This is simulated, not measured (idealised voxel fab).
process module | voxel transistor to metal
cross-section cut | 260 nm wide | cells 5 nm
A cross-section is a grid of square cells, given in bands from the top down. A band is one or more rows of cells.
Each band's line starts with the height of the band's top and of its bottom, in nm. Then come its materials from left to right, each with its width in nm. One material with "throughout" fills the band from edge to edge. "air" is empty space.
Height 0 is the level under which the wafer as received is all one material. The lowest band goes on downwards, as in "0 down".
A width such as "30 to 40" changes by the same amount from each row of cells to the next, from the band's top row to its bottom row.
"no change" after a step means that no cell of the cross-section changed.
closed voids: empty space of 8 cells or more with no open way to the top, each as width x height at its distance from the left edge, in nm
after a step's settings: what the simulator itself notes on the step
overlay nm, on a step with a mask: how far to the right of its planned place the mask lay; to the left if negative
plan
1 op RECEIVE | material Si
2 op CONFORMAL_DEP | material SiO2 | thk nm 5
3 op CONFORMAL_DEP | material SiN | thk nm 10
4 op DIRECTIONAL_DEP | material aC | thk nm 10
5 op PATTERN | tone cover | mask id ACTIVE | material resist | width nm 100 | pitch nm 130 | thk nm 30 | overlay nm 0
6 op DIRECTIONAL_ETCH | etch materials aC | depth nm 10
7 op STRIP | etch materials resist
8 op DIRECTIONAL_ETCH | etch materials SiN | depth nm 10
9 op DIRECTIONAL_ETCH | etch materials SiO2 | depth nm 5
10 op DIRECTIONAL_ETCH | etch materials Si | depth nm 25
11 op STRIP | etch materials aC
12 op OXIDIZE | depth nm 5
13 op FILL_DEP | material SiO2 | thk nm 5
14 op CMP | height nm 15
15 op SELECTIVE_ETCH | etch materials SiO2 | depth nm 10
16 op STRIP | etch materials SiN
17 op SELECTIVE_ETCH | etch materials SiO2 | depth nm 5
18 op OXIDIZE | depth nm 5
19 op DIRECTIONAL_DEP | material polySi | thk nm 30
20 op DIRECTIONAL_DEP | material SiCN | thk nm 15
21 op PATTERN | tone cover | mask id GATE | material resist | width nm 20 | pitch nm 130 | thk nm 15 | overlay nm 0
22 op DIRECTIONAL_ETCH | etch materials SiCN | depth nm 25
23 op DIRECTIONAL_ETCH | etch materials polySi | depth nm 40
24 op STRIP | etch materials resist
25 op CONFORMAL_DEP | material SiO2 | thk nm 5
26 op DIRECTIONAL_ETCH | etch materials SiO2 | depth nm 5
27 op CONFORMAL_DEP | material SiN | thk nm 10
28 op DIRECTIONAL_ETCH | etch materials SiN | depth nm 10
29 op DIRECTIONAL_ETCH | etch materials SiO2 | depth nm 5
30 op DIRECTIONAL_ETCH | etch materials Si | depth nm 15
31 op EPI | material pSi | thk nm 20
32 op FILL_DEP | material SiO2 | thk nm 10
33 op CMP | height nm 45
34 op DIRECTIONAL_DEP | material SiO2 | thk nm 10
35 op PATTERN | tone open | mask id CONTACT | material resist | width nm 15 | pitch nm 65 | thk nm 15 | overlay nm 0
36 op DIRECTIONAL_ETCH | etch materials SiO2 | depth nm 40
37 op STRIP | etch materials resist
38 op CONFORMAL_DEP | material TiN | thk nm 5
39 op FILL_DEP | material Ru | thk nm 5
40 op CMP | height nm 55
41 op CONFORMAL_DEP | material SiCN | thk nm 5
42 op DIRECTIONAL_DEP | material lowk | thk nm 15
43 op DIRECTIONAL_DEP | material aC | thk nm 15
44 op PATTERN | tone open | mask id METAL_1 | material resist | width nm 15 | pitch nm 65 | thk nm 30 | overlay nm 0
45 op DIRECTIONAL_ETCH | etch materials aC | depth nm 15
46 op STRIP | etch materials resist
47 op DIRECTIONAL_ETCH | etch materials lowk | depth nm 15
48 op DIRECTIONAL_ETCH | etch materials SiCN | depth nm 5
49 op STRIP | etch materials aC
50 op CONFORMAL_DEP | material TiN | thk nm 5
51 op FILL_DEP | material W | thk nm 10
52 op CMP | height nm 75
53 op EPI | material Ru | thk nm 5
54 op FILL_DEP | material SiCN | thk nm 5
as received, after step 1
  0 down: Si throughout
  closed voids: none
a wafer at the end: this start, this plan, one mistake
  85 to 80: SiCN throughout
  80 to 75: SiCN 20 | Ru 25 | SiCN 40 | Ru 25 | SiCN 40 | Ru 25 | SiCN 40 | Ru 25 | SiCN 20
  75 to 60: lowk 25 | TiN 5 | W 5 | TiN 5 | lowk 50 | TiN 5 | W 5 | TiN 5 | lowk 50 | TiN 5 | W 5 | TiN 5 | lowk 50 | TiN 5 | W 5 | TiN 5 | lowk 25
  60 to 55: SiCN 25 | TiN 15 | SiCN 50 | TiN 15 | SiCN 50 | TiN 15 | SiCN 50 | TiN 15 | SiCN 25
  55 to 45: TiN throughout
  45 to 30: SiO2 40 | SiN 10 | SiO2 5 | SiCN 20 | SiO2 5 | SiN 10 | SiO2 80 | SiN 10 | SiO2 5 | SiCN 20 | SiO2 5 | SiN 10 | SiO2 40
  30 to 15: SiO2 40 | SiN 10 | SiO2 5 | polySi 20 | SiO2 5 | SiN 10 | SiO2 80 | SiN 10 | SiO2 5 | polySi 20 | SiO2 5 | SiN 10 | SiO2 40
  15 to 0: SiO2 20 | pSi 20 | SiN 10 | SiO2 5 | polySi 20 | SiO2 5 | SiN 10 | pSi 20 | SiO2 40 | pSi 20 | SiN 10 | SiO2 5 | polySi 20 | SiO2 5 | SiN 10 | pSi 20 | SiO2 20
  0 to -5: SiO2 15 | pSi 25 | SiO2 50 | pSi 25 | SiO2 30 | pSi 25 | SiO2 50 | pSi 25 | SiO2 15
  -5 to -20: SiO2 20 | pSi 20 | Si 50 | pSi 20 | SiO2 40 | pSi 20 | Si 50 | pSi 20 | SiO2 20
  -20 to -30: SiO2 20 | Si 90 | SiO2 40 | Si 90 | SiO2 20
  -30 down: Si throughout
  closed voids: none
what went wrong: step 34 ran as: op DIRECTIONAL_DEP | material TiN | thk nm 10
